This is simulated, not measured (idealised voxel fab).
process module | voxel spacer lines
cross-section cut | 275 nm wide | cells 5 nm
A cross-section is a grid of square cells, given in bands from the top down. A band is one or more rows of cells.
Each band's line starts with the height of the band's top and of its bottom, in nm. Then come its materials from left to right, each with its width in nm. One material with "throughout" fills the band from edge to edge. "air" is empty space.
Height 0 is the level under which the wafer as received is all one material. The lowest band goes on downwards, as in "0 down".
A width such as "30 to 40" changes by the same amount from each row of cells to the next, from the band's top row to its bottom row.
"no change" after a step means that no cell of the cross-section changed.
closed voids: empty space of 8 cells or more with no open way to the top, each as width x height at its distance from the left edge, in nm
after a step's settings: what the simulator itself notes on the step
overlay nm, on a step with a mask: how far to the right of its planned place the mask lay; to the left if negative
plan
1 op RECEIVE | material Si
2 op CONFORMAL_DEP | material Al2O3 | thk nm 5
3 op DIRECTIONAL_DEP | material SiN | thk nm 15
4 op DIRECTIONAL_DEP | material polySi | thk nm 20
5 op PATTERN | tone cover | mask id MANDREL | material resist | width nm 25 | pitch nm 70 | thk nm 25 | overlay nm 0
6 op DIRECTIONAL_ETCH | etch materials polySi | depth nm 20
7 op STRIP | etch materials resist
8 op CONFORMAL_DEP | material SiO2 | thk nm 10
9 op DIRECTIONAL_ETCH | etch materials SiO2 | depth nm 10
10 op STRIP | etch materials polySi
11 op DIRECTIONAL_ETCH | etch materials SiN | depth nm 15
12 op STRIP | etch materials SiO2
first wafer, as planned
as received, after step 1
  0 down: Si throughout
  closed voids: none
after step 2
  5 to 0: Al2O3 throughout
  below 0: unchanged
after step 3
  20 to 5: SiN throughout
  below 5: unchanged
after step 4
  40 to 20: polySi throughout
  below 20: unchanged
after step 5
  65 to 40: air 55 | resist 25 | air 45 | resist 25 | air 45 | resist 25 | air 55
  below 40: unchanged
after step 6
  65 to 40: air 55 | resist 25 | air 45 | resist 25 | air 45 | resist 25 | air 55
  40 to 20: air 55 | polySi 25 | air 45 | polySi 25 | air 45 | polySi 25 | air 55
  below 20: unchanged
after step 7
  40 to 20: air 55 | polySi 25 | air 45 | polySi 25 | air 45 | polySi 25 | air 55
  below 20: unchanged
after step 8
  50 to 40: air 45 | SiO2 45 | air 25 | SiO2 45 | air 25 | SiO2 45 | air 45
  40 to 30: air 45 | SiO2 10 | polySi 25 | SiO2 10 | air 25 | SiO2 10 | polySi 25 | SiO2 10 | air 25 | SiO2 10 | polySi 25 | SiO2 10 | air 45
  30 to 20: SiO2 55 | polySi 25 | SiO2 45 | polySi 25 | SiO2 45 | polySi 25 | SiO2 55
  below 20: unchanged
after step 9
  40 to 20: air 45 | SiO2 10 | polySi 25 | SiO2 10 | air 25 | SiO2 10 | polySi 25 | SiO2 10 | air 25 | SiO2 10 | polySi 25 | SiO2 10 | air 45
  below 20: unchanged
after step 10
  40 to 20: air 45 | SiO2 10 | air 25 | SiO2 10 | air 25 | SiO2 10 | air 25 | SiO2 10 | air 25 | SiO2 10 | air 25 | SiO2 10 | air 45
  below 20: unchanged
after step 11
  40 to 20: air 45 | SiO2 10 | air 25 | SiO2 10 | air 25 | SiO2 10 | air 25 | SiO2 10 | air 25 | SiO2 10 | air 25 | SiO2 10 | air 45
  20 to 5: air 45 | SiN 10 | air 25 | SiN 10 | air 25 | SiN 10 | air 25 | SiN 10 | air 25 | SiN 10 | air 25 | SiN 10 | air 45
  below 5: unchanged
after step 12
  20 to 5: air 45 | SiN 10 | air 25 | SiN 10 | air 25 | SiN 10 | air 25 | SiN 10 | air 25 | SiN 10 | air 25 | SiN 10 | air 45
  below 5: unchanged
second wafer: like start, like plan, one mistake. Through step 4 it matches the first wafer
when step 5 should have ended
  65 to 40: air 60 | resist 25 | air 45 | resist 25 | air 45 | resist 25 | air 50
  below 40: unchanged
when step 6 should have ended
  65 to 40: air 60 | resist 25 | air 45 | resist 25 | air 45 | resist 25 | air 50
  40 to 20: air 60 | polySi 25 | air 45 | polySi 25 | air 45 | polySi 25 | air 50
  below 20: unchanged
when step 7 should have ended
  40 to 20: air 60 | polySi 25 | air 45 | polySi 25 | air 45 | polySi 25 | air 50
  below 20: unchanged
when step 8 should have ended
  50 to 40: air 50 | SiO2 45 | air 25 | SiO2 45 | air 25 | SiO2 45 | air 40
  40 to 30: air 50 | SiO2 10 | polySi 25 | SiO2 10 | air 25 | SiO2 10 | polySi 25 | SiO2 10 | air 25 | SiO2 10 | polySi 25 | SiO2 10 | air 40
  30 to 20: SiO2 60 | polySi 25 | SiO2 45 | polySi 25 | SiO2 45 | polySi 25 | SiO2 50
  below 20: unchanged
when step 9 should have ended
  40 to 20: air 50 | SiO2 10 | polySi 25 | SiO2 10 | air 25 | SiO2 10 | polySi 25 | SiO2 10 | air 25 | SiO2 10 | polySi 25 | SiO2 10 | air 40
  below 20: unchanged
when step 10 should have ended
  40 to 20: air 50 | SiO2 10 | air 25 | SiO2 10 | air 25 | SiO2 10 | air 25 | SiO2 10 | air 25 | SiO2 10 | air 25 | SiO2 10 | air 40
  below 20: unchanged
when step 11 should have ended
  40 to 20: air 50 | SiO2 10 | air 25 | SiO2 10 | air 25 | SiO2 10 | air 25 | SiO2 10 | air 25 | SiO2 10 | air 25 | SiO2 10 | air 40
  20 to 5: air 50 | SiN 10 | air 25 | SiN 10 | air 25 | SiN 10 | air 25 | SiN 10 | air 25 | SiN 10 | air 25 | SiN 10 | air 40
  below 5: unchanged
when step 12 should have ended
  20 to 5: air 50 | SiN 10 | air 25 | SiN 10 | air 25 | SiN 10 | air 25 | SiN 10 | air 25 | SiN 10 | air 25 | SiN 10 | air 40
  below 5: unchanged
what went wrong: step 5 ran as: op PATTERN | tone cover | mask id MANDREL | material resist | width nm 25 | pitch nm 70 | thk nm 25 | overlay nm 5
at the end the second wafer has, in cells: as many of each material as the first, in other places
